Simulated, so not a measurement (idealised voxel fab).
The document below concerns the process module designated voxel gate over fins.
Cross-section cut spans 295 nm and uses square cells 5 nm in size.
This document writes a cross-section as a grid whose cells are square, and gives it as bands, listed from the top down; one or more rows of cells form a band. Within each band entry, the heights of the top and of the bottom of the band appear first, in that order and in nm; the materials of the band then follow from left to right, each with its corresponding width in nm. The designation "everywhere" on a single material indicates that it fills the band from edge to edge; the designation "empty" indicates empty space. Below 0: as-received wafer, all one material; heights counted from there. Lowest band: no bottom, goes on down, written "0 down". Graded width ("30->40"): value in top row of band = first number; value in bottom row = second number; row-to-row change constant. For the purposes of this document, the phrase "nothing was modified" attached to a step denotes that no cell within the cross-section was modified by that step. Entry "Sealed internal cavities" = empty spaces >= 8 cells with no open way to the top; each as width x height at distance, distance from left edge, all nm. On a step's line, text after the settings is the simulator commenting on that step. "overlay nm" answers the question of how far to the right of plan the mask lay on a step that has a mask, and when it is negative the answer is to the left. The remainder of this document consists of a sequence of paired cross-sections. Each pair presents the cross-section prior to one process step together with the cross-section following it, the latter being rendered only as deep as the lowest band that underwent change. The intervening step, together with its settings, is stated beneath each pair. Because the pairs may originate from different runs of this module on the same starting wafer, a given pair is to be read as continuing from the preceding pair only where its entry headed "Status quo ante" so indicates.

Status quo ante:
  0 down: Si everywhere
  Sealed internal cavities: none

after:
  5 to 0: SiN everywhere
  Everything under 0 stays put, no change at all.
  Sealed internal cavities: none
Operation between the pre and post cross-sections above: CONFORMAL_DEP (material SiN; thk nm 5)

Status quo ante: the pre-step structure is the one depicted after the step in the pair just above.

after:
  20 to 5: empty: 85; resist: 15; empty: 20; resist: 15; empty: 20; resist: 15; empty: 20; resist: 15; empty: 90
  Everything under 5 stays put, no change at all.
  Sealed internal cavities: none
Operation between the pre and post cross-sections above: PATTERN (tone cover; mask id FINS; material resist; width nm 15; pitch nm 35; thk nm 15; overlay nm 0)

Status quo ante: the pre-step structure is the one depicted after the step in the pair just above.

after:
  20 to 5: empty: 85; resist: 15; empty: 20; resist: 15; empty: 20; resist: 15; empty: 20; resist: 15; empty: 90
  5 to 0: empty: 85; SiN: 15; empty: 20; SiN: 15; empty: 20; SiN: 15; empty: 20; SiN: 15; empty: 90
  Everything under 0 stays put, no change at all.
  Sealed internal cavities: none
Operation between the pre and post cross-sections above: DIRECTIONAL_ETCH (etch materials SiN; depth nm 5)

Status quo ante: the pre-step structure is the one depicted after the step in the pair just above.

after:
  20 to 5: empty: 85; resist: 15; empty: 20; resist: 15; empty: 20; resist: 15; empty: 20; resist: 15; empty: 90
  5 to 0: empty: 85; SiN: 15; empty: 20; SiN: 15; empty: 20; SiN: 15; empty: 20; SiN: 15; empty: 90
  0 to -40: empty: 85; Si: 15; empty: 20; Si: 15; empty: 20; Si: 15; empty: 20; Si: 15; empty: 90
  Everything under -40 stays put, no change at all.
  Sealed internal cavities: none
Operation between the pre and post cross-sections above: DIRECTIONAL_ETCH (etch materials Si; depth nm 40)

Status quo ante: the pre-step structure is the one depicted after the step in the pair just above.

after:
  5 to 0: empty: 85; SiN: 15; empty: 20; SiN: 15; empty: 20; SiN: 15; empty: 20; SiN: 15; empty: 90
  Everything under 0 stays put, no change at all.
  Sealed internal cavities: none
Operation between the pre and post cross-sections above: STRIP (etch materials resist)

Status quo ante: the pre-step structure is the one depicted after the step in the pair just above.

after:
  10 to 5: SiO2 everywhere
  5 to 0: SiO2: 85; SiN: 15; SiO2: 20; SiN: 15; SiO2: 20; SiN: 15; SiO2: 20; SiN: 15; SiO2: 90
  0 to -40: SiO2: 85; Si: 15; SiO2: 20; Si: 15; SiO2: 20; Si: 15; SiO2: 20; Si: 15; SiO2: 90
  Everything under -40 stays put, no change at all.
  Sealed internal cavities: none
Operation between the pre and post cross-sections above: FILL_DEP (material SiO2; thk nm 5)

Status quo ante: the pre-step structure is the one depicted after the step in the pair just above.

after:
  5 to 0: SiO2: 85; SiN: 15; SiO2: 20; SiN: 15; SiO2: 20; SiN: 15; SiO2: 20; SiN: 15; SiO2: 90
  Everything under 0 stays put, no change at all.
  Sealed internal cavities: none
Operation between the pre and post cross-sections above: CMP (height nm 5)

Status quo ante: the pre-step structure is the one depicted after the step in the pair just above.

after:
  5 to 0: empty: 85; SiN: 15; empty: 20; SiN: 15; empty: 20; SiN: 15; empty: 20; SiN: 15; empty: 90
  0 to -15: empty: 85; Si: 15; empty: 20; Si: 15; empty: 20; Si: 15; empty: 20; Si: 15; empty: 90
  Everything under -15 stays put, no change at all.
  Sealed internal cavities: none
Operation between the pre and post cross-sections above: SELECTIVE_ETCH (etch materials SiO2; depth nm 20)

Status quo ante: the pre-step structure is the one depicted after the step in the pair just above.

after:
  0 to -15: empty: 85; Si: 15; empty: 20; Si: 15; empty: 20; Si: 15; empty: 20; Si: 15; empty: 90
  Everything under -15 stays put, no change at all.
  Sealed internal cavities: none
Operation between the pre and post cross-sections above: STRIP (etch materials SiN)

Status quo ante: the pre-step structure is the one depicted after the step in the pair just above.

after:
  5 to 0: empty: 80; HfO2: 25; empty: 10; HfO2: 25; empty: 10; HfO2: 25; empty: 10; HfO2: 25; empty: 85
  0 to -10: empty: 80; HfO2: 5; Si: 15; HfO2: 5; empty: 10; HfO2: 5; Si: 15; HfO2: 5; empty: 10; HfO2: 5; Si: 15; HfO2: 5; empty: 10; HfO2: 5; Si: 15; HfO2: 5; empty: 85
  -10 to -15: HfO2: 85; Si: 15; HfO2: 20; Si: 15; HfO2: 20; Si: 15; HfO2: 20; Si: 15; HfO2: 90
  Everything under -15 stays put, no change at all.
  Sealed internal cavities: none
Operation between the pre and post cross-sections above: CONFORMAL_DEP (material HfO2; thk nm 5)

Status quo ante: the pre-step structure is the one depicted after the step in the pair just above.

after:
  10 to 5: empty: 75; TiN: 140; empty: 80
  5 to 0: empty: 75; TiN: 5; HfO2: 25; TiN: 10; HfO2: 25; TiN: 10; HfO2: 25; TiN: 10; HfO2: 25; TiN: 5; empty: 80
  0 to -5: empty: 75; TiN: 5; HfO2: 5; Si: 15; HfO2: 5; TiN: 10; HfO2: 5; Si: 15; HfO2: 5; TiN: 10; HfO2: 5; Si: 15; HfO2: 5; TiN: 10; HfO2: 5; Si: 15; HfO2: 5; TiN: 5; empty: 80
  -5 to -10: TiN: 80; HfO2: 5; Si: 15; HfO2: 5; TiN: 10; HfO2: 5; Si: 15; HfO2: 5; TiN: 10; HfO2: 5; Si: 15; HfO2: 5; TiN: 10; HfO2: 5; Si: 15; HfO2: 5; TiN: 85
  Everything under -10 stays put, no change at all.
  Sealed internal cavities: none
Operation between the pre and post cross-sections above: CONFORMAL_DEP (material TiN; thk nm 5)

Status quo ante: the pre-step structure is the one depicted after the step in the pair just above.

after:
  15 to 10: empty: 70; TiAl: 150; empty: 75
  10 to 5: empty: 70; TiAl: 5; TiN: 140; TiAl: 5; empty: 75
  5 to 0: empty: 70; TiAl: 5; TiN: 5; HfO2: 25; TiN: 10; HfO2: 25; TiN: 10; HfO2: 25; TiN: 10; HfO2: 25; TiN: 5; TiAl: 5; empty: 75
  0 to -5: TiAl: 75; TiN: 5; HfO2: 5; Si: 15; HfO2: 5; TiN: 10; HfO2: 5; Si: 15; HfO2: 5; TiN: 10; HfO2: 5; Si: 15; HfO2: 5; TiN: 10; HfO2: 5; Si: 15; HfO2: 5; TiN: 5; TiAl: 80
  Everything under -5 stays put, no change at all.
  Sealed internal cavities: none
Operation between the pre and post cross-sections above: CONFORMAL_DEP (material TiAl; thk nm 5)

Status quo ante: the pre-step structure is the one depicted after the step in the pair just above.

after:
  20 to 15: empty: 65; TiN: 160; empty: 70
  15 to 10: empty: 65; TiN: 5; TiAl: 150; TiN: 5; empty: 70
  10 to 5: empty: 65; TiN: 5; TiAl: 5; TiN: 140; TiAl: 5; TiN: 5; empty: 70
  5 to 0: TiN: 70; TiAl: 5; TiN: 5; HfO2: 25; TiN: 10; HfO2: 25; TiN: 10; HfO2: 25; TiN: 10; HfO2: 25; TiN: 5; TiAl: 5; TiN: 75
  Everything under 0 stays put, no change at all.
  Sealed internal cavities: none
Operation between the pre and post cross-sections above: CONFORMAL_DEP (material TiN; thk nm 5)

Status quo ante: the pre-step structure is the one depicted after the step in the pair just above.

after:
  35 to 20: W everywhere
  20 to 15: W: 65; TiN: 160; W: 70
  15 to 10: W: 65; TiN: 5; TiAl: 150; TiN: 5; W: 70
  10 to 5: W: 65; TiN: 5; TiAl: 5; TiN: 140; TiAl: 5; TiN: 5; W: 70
  Everything under 5 stays put, no change at all.
  Sealed internal cavities: none
Operation between the pre and post cross-sections above: FILL_DEP (material W; thk nm 15)

Status quo ante: the pre-step structure is the one depicted after the step in the pair just above.

after:
  30 to 20: W everywhere
  Everything under 20 stays put, no change at all.
  Sealed internal cavities: none
Operation between the pre and post cross-sections above: CMP (height nm 30)

Status quo ante: the pre-step structure is the one depicted after the step in the pair just above.

after:
  40 to 30: SiCN everywhere
  Everything under 30 stays put, no change at all.
  Sealed internal cavities: none
Operation between the pre and post cross-sections above: CONFORMAL_DEP (material SiCN; thk nm 10)

Status quo ante:
  5 to 0: empty: 80; HfO2: 25; empty: 10; HfO2: 25; empty: 10; HfO2: 25; empty: 10; HfO2: 25; empty: 85
  0 to -10: empty: 80; HfO2: 5; Si: 15; HfO2: 5; empty: 10; HfO2: 5; Si: 15; HfO2: 5; empty: 10; HfO2: 5; Si: 15; HfO2: 5; empty: 10; HfO2: 5; Si: 15; HfO2: 5; empty: 85
  -10 to -15: HfO2: 85; Si: 15; HfO2: 20; Si: 15; HfO2: 20; Si: 15; HfO2: 20; Si: 15; HfO2: 90
  -15 to -40: SiO2: 85; Si: 15; SiO2: 20; Si: 15; SiO2: 20; Si: 15; SiO2: 20; Si: 15; SiO2: 90
  -40 down: Si everywhere
  Sealed internal cavities: none

after:
  10 to 5: empty: 75; TiAl: 140; empty: 80
  5 to 0: empty: 75; TiAl: 5; HfO2: 25; TiAl: 10; HfO2: 25; TiAl: 10; HfO2: 25; TiAl: 10; HfO2: 25; TiAl: 5; empty: 80
  0 to -5: empty: 75; TiAl: 5; HfO2: 5; Si: 15; HfO2: 5; TiAl: 10; HfO2: 5; Si: 15; HfO2: 5; TiAl: 10; HfO2: 5; Si: 15; HfO2: 5; TiAl: 10; HfO2: 5; Si: 15; HfO2: 5; TiAl: 5; empty: 80
  -5 to -10: TiAl: 80; HfO2: 5; Si: 15; HfO2: 5; TiAl: 10; HfO2: 5; Si: 15; HfO2: 5; TiAl: 10; HfO2: 5; Si: 15; HfO2: 5; TiAl: 10; HfO2: 5; Si: 15; HfO2: 5; TiAl: 85
  Everything under -10 stays put, no change at all.
  Sealed internal cavities: none
Operation between the pre and post cross-sections above: CONFORMAL_DEP (material TiAl; thk nm 5)

Status quo ante: the pre-step structure is the one depicted after the step in the pair just above.

after:
  15 to 10: empty: 70; TiN: 150; empty: 75
  10 to 5: empty: 70; TiN: 5; TiAl: 140; TiN: 5; empty: 75
  5 to 0: empty: 70; TiN: 5; TiAl: 5; HfO2: 25; TiAl: 10; HfO2: 25; TiAl: 10; HfO2: 25; TiAl: 10; HfO2: 25; TiAl: 5; TiN: 5; empty: 75
  0 to -5: TiN: 75; TiAl: 5; HfO2: 5; Si: 15; HfO2: 5; TiAl: 10; HfO2: 5; Si: 15; HfO2: 5; TiAl: 10; HfO2: 5; Si: 15; HfO2: 5; TiAl: 10; HfO2: 5; Si: 15; HfO2: 5; TiAl: 5; TiN: 80
  Everything under -5 stays put, no change at all.
  Sealed internal cavities: none
Operation between the pre and post cross-sections above: CONFORMAL_DEP (material TiN; thk nm 5)

Status quo ante: the pre-step structure is the one depicted after the step in the pair just above.

after:
  30 to 15: W everywhere
  15 to 10: W: 70; TiN: 150; W: 75
  10 to 5: W: 70; TiN: 5; TiAl: 140; TiN: 5; W: 75
  5 to 0: W: 70; TiN: 5; TiAl: 5; HfO2: 25; TiAl: 10; HfO2: 25; TiAl: 10; HfO2: 25; TiAl: 10; HfO2: 25; TiAl: 5; TiN: 5; W: 75
  Everything under 0 stays put, no change at all.
  Sealed internal cavities: none
Operation between the pre and post cross-sections above: FILL_DEP (material W; thk nm 15)

Status quo ante: the pre-step structure is the one depicted after the step in the pair just above.

after:
  40 to 30: SiCN everywhere
  Everything under 30 stays put, no change at all.
  Sealed internal cavities: none
Operation between the pre and post cross-sections above: CONFORMAL_DEP (material SiCN; thk nm 10)

Status quo ante:
  5 to 0: empty: 85; SiN: 15; empty: 20; SiN: 15; empty: 20; SiN: 15; empty: 20; SiN: 15; empty: 90
  0 to -15: empty: 85; Si: 15; empty: 20; Si: 15; empty: 20; Si: 15; empty: 20; Si: 15; empty: 90
  -15 to -40: SiO2: 85; Si: 15; SiO2: 20; Si: 15; SiO2: 20; Si: 15; SiO2: 20; Si: 15; SiO2: 90
  -40 down: Si everywhere
  Sealed internal cavities: none

after:
  5 to 0: empty: 85; SiN: 15; empty: 20; SiN: 15; empty: 20; SiN: 15; empty: 20; SiN: 15; empty: 90
  0 to -35: empty: 85; Si: 15; empty: 20; Si: 15; empty: 20; Si: 15; empty: 20; Si: 15; empty: 90
  Everything under -35 stays put, no change at all.
  Sealed internal cavities: none
Operation between the pre and post cross-sections above: SELECTIVE_ETCH (etch materials SiO2; depth nm 20)

Status quo ante: the pre-step structure is the one depicted after the step in the pair just above.

after:
  0 to -35: empty: 85; Si: 15; empty: 20; Si: 15; empty: 20; Si: 15; empty: 20; Si: 15; empty: 90
  Everything under -35 stays put, no change at all.
  Sealed internal cavities: none
Operation between the pre and post cross-sections above: STRIP (etch materials SiN)

Status quo ante: the pre-step structure is the one depicted after the step in the pair just above.

after:
  5 to 0: empty: 80; HfO2: 25; empty: 10; HfO2: 25; empty: 10; HfO2: 25; empty: 10; HfO2: 25; empty: 85
  0 to -30: empty: 80; HfO2: 5; Si: 15; HfO2: 5; empty: 10; HfO2: 5; Si: 15; HfO2: 5; empty: 10; HfO2: 5; Si: 15; HfO2: 5; empty: 10; HfO2: 5; Si: 15; HfO2: 5; empty: 85
  -30 to -35: HfO2: 85; Si: 15; HfO2: 20; Si: 15; HfO2: 20; Si: 15; HfO2: 20; Si: 15; HfO2: 90
  Everything under -35 stays put, no change at all.
  Sealed internal cavities: none
Operation between the pre and post cross-sections above: CONFORMAL_DEP (material HfO2; thk nm 5)

Status quo ante: the pre-step structure is the one depicted after the step in the pair just above.

after:
  10 to 5: empty: 75; TiN: 140; empty: 80
  5 to 0: empty: 75; TiN: 5; HfO2: 25; TiN: 10; HfO2: 25; TiN: 10; HfO2: 25; TiN: 10; HfO2: 25; TiN: 5; empty: 80
  0 to -25: empty: 75; TiN: 5; HfO2: 5; Si: 15; HfO2: 5; TiN: 10; HfO2: 5; Si: 15; HfO2: 5; TiN: 10; HfO2: 5; Si: 15; HfO2: 5; TiN: 10; HfO2: 5; Si: 15; HfO2: 5; TiN: 5; empty: 80
  -25 to -30: TiN: 80; HfO2: 5; Si: 15; HfO2: 5; TiN: 10; HfO2: 5; Si: 15; HfO2: 5; TiN: 10; HfO2: 5; Si: 15; HfO2: 5; TiN: 10; HfO2: 5; Si: 15; HfO2: 5; TiN: 85
  Everything under -30 stays put, no change at all.
  Sealed internal cavities: none
Operation between the pre and post cross-sections above: CONFORMAL_DEP (material TiN; thk nm 5)

Status quo ante: the pre-step structure is the one depicted after the step in the pair just above.

after:
  15 to 10: empty: 70; TiAl: 150; empty: 75
  10 to 5: empty: 70; TiAl: 5; TiN: 140; TiAl: 5; empty: 75
  5 to 0: empty: 70; TiAl: 5; TiN: 5; HfO2: 25; TiN: 10; HfO2: 25; TiN: 10; HfO2: 25; TiN: 10; HfO2: 25; TiN: 5; TiAl: 5; empty: 75
  0 to -20: empty: 70; TiAl: 5; TiN: 5; HfO2: 5; Si: 15; HfO2: 5; TiN: 10; HfO2: 5; Si: 15; HfO2: 5; TiN: 10; HfO2: 5; Si: 15; HfO2: 5; TiN: 10; HfO2: 5; Si: 15; HfO2: 5; TiN: 5; TiAl: 5; empty: 75
  -20 to -25: TiAl: 75; TiN: 5; HfO2: 5; Si: 15; HfO2: 5; TiN: 10; HfO2: 5; Si: 15; HfO2: 5; TiN: 10; HfO2: 5; Si: 15; HfO2: 5; TiN: 10; HfO2: 5; Si: 15; HfO2: 5; TiN: 5; TiAl: 80
  Everything under -25 stays put, no change at all.
  Sealed internal cavities: none
Operation between the pre and post cross-sections above: CONFORMAL_DEP (material TiAl; thk nm 5)

Status quo ante: the pre-step structure is the one depicted after the step in the pair just above.

after:
  20 to 15: empty: 65; TiN: 160; empty: 70
  15 to 10: empty: 65; TiN: 5; TiAl: 150; TiN: 5; empty: 70
  10 to 5: empty: 65; TiN: 5; TiAl: 5; TiN: 140; TiAl: 5; TiN: 5; empty: 70
  5 to 0: empty: 65; TiN: 5; TiAl: 5; TiN: 5; HfO2: 25; TiN: 10; HfO2: 25; TiN: 10; HfO2: 25; TiN: 10; HfO2: 25; TiN: 5; TiAl: 5; TiN: 5; empty: 70
  0 to -15: empty: 65; TiN: 5; TiAl: 5; TiN: 5; HfO2: 5; Si: 15; HfO2: 5; TiN: 10; HfO2: 5; Si: 15; HfO2: 5; TiN: 10; HfO2: 5; Si: 15; HfO2: 5; TiN: 10; HfO2: 5; Si: 15; HfO2: 5; TiN: 5; TiAl: 5; TiN: 5; empty: 70
  -15 to -20: TiN: 70; TiAl: 5; TiN: 5; HfO2: 5; Si: 15; HfO2: 5; TiN: 10; HfO2: 5; Si: 15; HfO2: 5; TiN: 10; HfO2: 5; Si: 15; HfO2: 5; TiN: 10; HfO2: 5; Si: 15; HfO2: 5; TiN: 5; TiAl: 5; TiN: 75
  Everything under -20 stays put, no change at all.
  Sealed internal cavities: none
Operation between the pre and post cross-sections above: CONFORMAL_DEP (material TiN; thk nm 5)

Status quo ante: the pre-step structure is the one depicted after the step in the pair just above.

after:
  35 to 20: W everywhere
  20 to 15: W: 65; TiN: 160; W: 70
  15 to 10: W: 65; TiN: 5; TiAl: 150; TiN: 5; W: 70
  10 to 5: W: 65; TiN: 5; TiAl: 5; TiN: 140; TiAl: 5; TiN: 5; W: 70
  5 to 0: W: 65; TiN: 5; TiAl: 5; TiN: 5; HfO2: 25; TiN: 10; HfO2: 25; TiN: 10; HfO2: 25; TiN: 10; HfO2: 25; TiN: 5; TiAl: 5; TiN: 5; W: 70
  0 to -15: W: 65; TiN: 5; TiAl: 5; TiN: 5; HfO2: 5; Si: 15; HfO2: 5; TiN: 10; HfO2: 5; Si: 15; HfO2: 5; TiN: 10; HfO2: 5; Si: 15; HfO2: 5; TiN: 10; HfO2: 5; Si: 15; HfO2: 5; TiN: 5; TiAl: 5; TiN: 5; W: 70
  Everything under -15 stays put, no change at all.
  Sealed internal cavities: none
Operation between the pre and post cross-sections above: FILL_DEP (material W; thk nm 15)

Status quo ante: the pre-step structure is the one depicted after the step in the pair just above.

after:
  30 to 20: W everywhere
  Everything under 20 stays put, no change at all.
  Sealed internal cavities: none
Operation between the pre and post cross-sections above: CMP (height nm 30)

Status quo ante: the pre-step structure is the one depicted after the step in the pair just above.

after:
  40 to 30: SiCN everywhere
  Everything under 30 stays put, no change at all.
  Sealed internal cavities: none
Operation between the pre and post cross-sections above: CONFORMAL_DEP (material SiCN; thk nm 10)

Status quo ante:
  10 to 5: empty: 75; TiN: 140; empty: 80
  5 to 0: empty: 75; TiN: 5; HfO2: 25; TiN: 10; HfO2: 25; TiN: 10; HfO2: 25; TiN: 10; HfO2: 25; TiN: 5; empty: 80
  0 to -5: empty: 75; TiN: 5; HfO2: 5; Si: 15; HfO2: 5; TiN: 10; HfO2: 5; Si: 15; HfO2: 5; TiN: 10; HfO2: 5; Si: 15; HfO2: 5; TiN: 10; HfO2: 5; Si: 15; HfO2: 5; TiN: 5; empty: 80
  -5 to -10: TiN: 80; HfO2: 5; Si: 15; HfO2: 5; TiN: 10; HfO2: 5; Si: 15; HfO2: 5; TiN: 10; HfO2: 5; Si: 15; HfO2: 5; TiN: 10; HfO2: 5; Si: 15; HfO2: 5; TiN: 85
  -10 to -15: HfO2: 85; Si: 15; HfO2: 20; Si: 15; HfO2: 20; Si: 15; HfO2: 20; Si: 15; HfO2: 90
  -15 to -40: SiO2: 85; Si: 15; SiO2: 20; Si: 15; SiO2: 20; Si: 15; SiO2: 20; Si: 15; SiO2: 90
  -40 down: Si everywhere
  Sealed internal cavities: none

after:
  15 to 5: empty: 70; TiN: 150; empty: 75
  5 to 0: empty: 70; TiN: 10; HfO2: 25; TiN: 10; HfO2: 25; TiN: 10; HfO2: 25; TiN: 10; HfO2: 25; TiN: 10; empty: 75
  0 to -10: TiN: 80; HfO2: 5; Si: 15; HfO2: 5; TiN: 10; HfO2: 5; Si: 15; HfO2: 5; TiN: 10; HfO2: 5; Si: 15; HfO2: 5; TiN: 10; HfO2: 5; Si: 15; HfO2: 5; TiN: 85
  Everything under -10 stays put, no change at all.
  Sealed internal cavities: none
Operation between the pre and post cross-sections above: CONFORMAL_DEP (material TiN; thk nm 5)

Status quo ante: the pre-step structure is the one depicted after the step in the pair just above.

after:
  20 to 15: empty: 65; TiAl: 160; empty: 70
  15 to 5: empty: 65; TiAl: 5; TiN: 150; TiAl: 5; empty: 70
  5 to 0: TiAl: 70; TiN: 10; HfO2: 25; TiN: 10; HfO2: 25; TiN: 10; HfO2: 25; TiN: 10; HfO2: 25; TiN: 10; TiAl: 75
  Everything under 0 stays put, no change at all.
  Sealed internal cavities: none
Operation between the pre and post cross-sections above: CONFORMAL_DEP (material TiAl; thk nm 5)

Status quo ante: the pre-step structure is the one depicted after the step in the pair just above.

after:
  35 to 20: W everywhere
  20 to 15: W: 65; TiAl: 160; W: 70
  15 to 5: W: 65; TiAl: 5; TiN: 150; TiAl: 5; W: 70
  Everything under 5 stays put, no change at all.
  Sealed internal cavities: none
Operation between the pre and post cross-sections above: FILL_DEP (material W; thk nm 15)

Status quo ante: the pre-step structure is the one depicted after the step in the pair just above.

after:
  30 to 20: W everywhere
  Everything under 20 stays put, no change at all.
  Sealed internal cavities: none
Operation between the pre and post cross-sections above: CMP (height nm 30)

Status quo ante: the pre-step structure is the one depicted after the step in the pair just above.

after:
  40 to 30: SiCN everywhere
  Everything under 30 stays put, no change at all.
  Sealed internal cavities: none
Operation between the pre and post cross-sections above: CONFORMAL_DEP (material SiCN; thk nm 10)

Status quo ante:
  35 to 20: W everywhere
  20 to 15: W: 65; TiN: 160; W: 70
  15 to 10: W: 65; TiN: 5; TiAl: 150; TiN: 5; W: 70
  10 to 5: W: 65; TiN: 5; TiAl: 5; TiN: 140; TiAl: 5; TiN: 5; W: 70
  5 to 0: TiN: 70; TiAl: 5; TiN: 5; HfO2: 25; TiN: 10; HfO2: 25; TiN: 10; HfO2: 25; TiN: 10; HfO2: 25; TiN: 5; TiAl: 5; TiN: 75
  0 to -5: TiAl: 75; TiN: 5; HfO2: 5; Si: 15; HfO2: 5; TiN: 10; HfO2: 5; Si: 15; HfO2: 5; TiN: 10; HfO2: 5; Si: 15; HfO2: 5; TiN: 10; HfO2: 5; Si: 15; HfO2: 5; TiN: 5; TiAl: 80
  -5 to -10: TiN: 80; HfO2: 5; Si: 15; HfO2: 5; TiN: 10; HfO2: 5; Si: 15; HfO2: 5; TiN: 10; HfO2: 5; Si: 15; HfO2: 5; TiN: 10; HfO2: 5; Si: 15; HfO2: 5; TiN: 85
  -10 to -15: HfO2: 85; Si: 15; HfO2: 20; Si: 15; HfO2: 20; Si: 15; HfO2: 20; Si: 15; HfO2: 90
  -15 to -40: SiO2: 85; Si: 15; SiO2: 20; Si: 15; SiO2: 20; Si: 15; SiO2: 20; Si: 15; SiO2: 90
  -40 down: Si everywhere
  Sealed internal cavities: none

after:
  25 to 20: W everywhere
  Everything under 20 stays put, no change at all.
  Sealed internal cavities: none
Operation between the pre and post cross-sections above: CMP (height nm 25)

Status quo ante: the pre-step structure is the one depicted after the step in the pair just above.

after:
  35 to 25: SiCN everywhere
  Everything under 25 stays put, no change at all.
  Sealed internal cavities: none
Operation between the pre and post cross-sections above: CONFORMAL_DEP (material SiCN; thk nm 10)

Status quo ante:
  5 to 0: SiN everywhere
  0 down: Si everywhere
  Sealed internal cavities: none

after:
  20 to 5: empty: 85; resist: 20; empty: 15; resist: 20; empty: 15; resist: 20; empty: 15; resist: 20; empty: 85
  Everything under 5 stays put, no change at all.
  Sealed internal cavities: none
Operation between the pre and post cross-sections above: PATTERN (tone cover; mask id FINS; material resist; width nm 20; pitch nm 35; thk nm 15; overlay nm 0)

Status quo ante: the pre-step structure is the one depicted after the step in the pair just above.

after:
  20 to 5: empty: 85; resist: 20; empty: 15; resist: 20; empty: 15; resist: 20; empty: 15; resist: 20; empty: 85
  5 to 0: empty: 85; SiN: 20; empty: 15; SiN: 20; empty: 15; SiN: 20; empty: 15; SiN: 20; empty: 85
  Everything under 0 stays put, no change at all.
  Sealed internal cavities: none
Operation between the pre and post cross-sections above: DIRECTIONAL_ETCH (etch materials SiN; depth nm 5)

Status quo ante: the pre-step structure is the one depicted after the step in the pair just above.

after:
  20 to 5: empty: 85; resist: 20; empty: 15; resist: 20; empty: 15; resist: 20; empty: 15; resist: 20; empty: 85
  5 to 0: empty: 85; SiN: 20; empty: 15; SiN: 20; empty: 15; SiN: 20; empty: 15; SiN: 20; empty: 85
  0 to -40: empty: 85; Si: 20; empty: 15; Si: 20; empty: 15; Si: 20; empty: 15; Si: 20; empty: 85
  Everything under -40 stays put, no change at all.
  Sealed internal cavities: none
Operation between the pre and post cross-sections above: DIRECTIONAL_ETCH (etch materials Si; depth nm 40)

Status quo ante: the pre-step structure is the one depicted after the step in the pair just above.

after:
  5 to 0: empty: 85; SiN: 20; empty: 15; SiN: 20; empty: 15; SiN: 20; empty: 15; SiN: 20; empty: 85
  Everything under 0 stays put, no change at all.
  Sealed internal cavities: none
Operation between the pre and post cross-sections above: STRIP (etch materials resist)

Status quo ante: the pre-step structure is the one depicted after the step in the pair just above.

after:
  10 to 5: SiO2 everywhere
  5 to 0: SiO2: 85; SiN: 20; SiO2: 15; SiN: 20; SiO2: 15; SiN: 20; SiO2: 15; SiN: 20; SiO2: 85
  0 to -40: SiO2: 85; Si: 20; SiO2: 15; Si: 20; SiO2: 15; Si: 20; SiO2: 15; Si: 20; SiO2: 85
  Everything under -40 stays put, no change at all.
  Sealed internal cavities: none
Operation between the pre and post cross-sections above: FILL_DEP (material SiO2; thk nm 5)

Status quo ante: the pre-step structure is the one depicted after the step in the pair just above.

after:
  5 to 0: SiO2: 85; SiN: 20; SiO2: 15; SiN: 20; SiO2: 15; SiN: 20; SiO2: 15; SiN: 20; SiO2: 85
  Everything under 0 stays put, no change at all.
  Sealed internal cavities: none
Operation between the pre and post cross-sections above: CMP (height nm 5)

Status quo ante: the pre-step structure is the one depicted after the step in the pair just above.

after:
  5 to 0: empty: 85; SiN: 20; empty: 15; SiN: 20; empty: 15; SiN: 20; empty: 15; SiN: 20; empty: 85
  0 to -15: empty: 85; Si: 20; empty: 15; Si: 20; empty: 15; Si: 20; empty: 15; Si: 20; empty: 85
  Everything under -15 stays put, no change at all.
  Sealed internal cavities: none
Operation between the pre and post cross-sections above: SELECTIVE_ETCH (etch materials SiO2; depth nm 20)

Status quo ante: the pre-step structure is the one depicted after the step in the pair just above.

after:
  0 to -15: empty: 85; Si: 20; empty: 15; Si: 20; empty: 15; Si: 20; empty: 15; Si: 20; empty: 85
  Everything under -15 stays put, no change at all.
  Sealed internal cavities: none
Operation between the pre and post cross-sections above: STRIP (etch materials SiN)

Status quo ante: the pre-step structure is the one depicted after the step in the pair just above.

after:
  5 to 0: empty: 80; HfO2: 30; empty: 5; HfO2: 30; empty: 5; HfO2: 30; empty: 5; HfO2: 30; empty: 80
  0 to -10: empty: 80; HfO2: 5; Si: 20; HfO2: 5; empty: 5; HfO2: 5; Si: 20; HfO2: 5; empty: 5; HfO2: 5; Si: 20; HfO2: 5; empty: 5; HfO2: 5; Si: 20; HfO2: 5; empty: 80
  -10 to -15: HfO2: 85; Si: 20; HfO2: 15; Si: 20; HfO2: 15; Si: 20; HfO2: 15; Si: 20; HfO2: 85
  Everything under -15 stays put, no change at all.
  Sealed internal cavities: none
Operation between the pre and post cross-sections above: CONFORMAL_DEP (material HfO2; thk nm 5)

Status quo ante: the pre-step structure is the one depicted after the step in the pair just above.

after:
  10 to 5: empty: 75; TiN: 145; empty: 75
  5 to 0: empty: 75; TiN: 5; HfO2: 30; TiN: 5; HfO2: 30; TiN: 5; HfO2: 30; TiN: 5; HfO2: 30; TiN: 5; empty: 75
  0 to -5: empty: 75; TiN: 5; HfO2: 5; Si: 20; HfO2: 5; TiN: 5; HfO2: 5; Si: 20; HfO2: 5; TiN: 5; HfO2: 5; Si: 20; HfO2: 5; TiN: 5; HfO2: 5; Si: 20; HfO2: 5; TiN: 5; empty: 75
  -5 to -10: TiN: 80; HfO2: 5; Si: 20; HfO2: 5; TiN: 5; HfO2: 5; Si: 20; HfO2: 5; TiN: 5; HfO2: 5; Si: 20; HfO2: 5; TiN: 5; HfO2: 5; Si: 20; HfO2: 5; TiN: 80
  Everything under -10 stays put, no change at all.
  Sealed internal cavities: none
Operation between the pre and post cross-sections above: CONFORMAL_DEP (material TiN; thk nm 5)

Status quo ante: the pre-step structure is the one depicted after the step in the pair just above.

after:
  15 to 10: empty: 70; TiAl: 155; empty: 70
  10 to 5: empty: 70; TiAl: 5; TiN: 145; TiAl: 5; empty: 70
  5 to 0: empty: 70; TiAl: 5; TiN: 5; HfO2: 30; TiN: 5; HfO2: 30; TiN: 5; HfO2: 30; TiN: 5; HfO2: 30; TiN: 5; TiAl: 5; empty: 70
  0 to -5: TiAl: 75; TiN: 5; HfO2: 5; Si: 20; HfO2: 5; TiN: 5; HfO2: 5; Si: 20; HfO2: 5; TiN: 5; HfO2: 5; Si: 20; HfO2: 5; TiN: 5; HfO2: 5; Si: 20; HfO2: 5; TiN: 5; TiAl: 75
  Everything under -5 stays put, no change at all.
  Sealed internal cavities: none
Operation between the pre and post cross-sections above: CONFORMAL_DEP (material TiAl; thk nm 5)
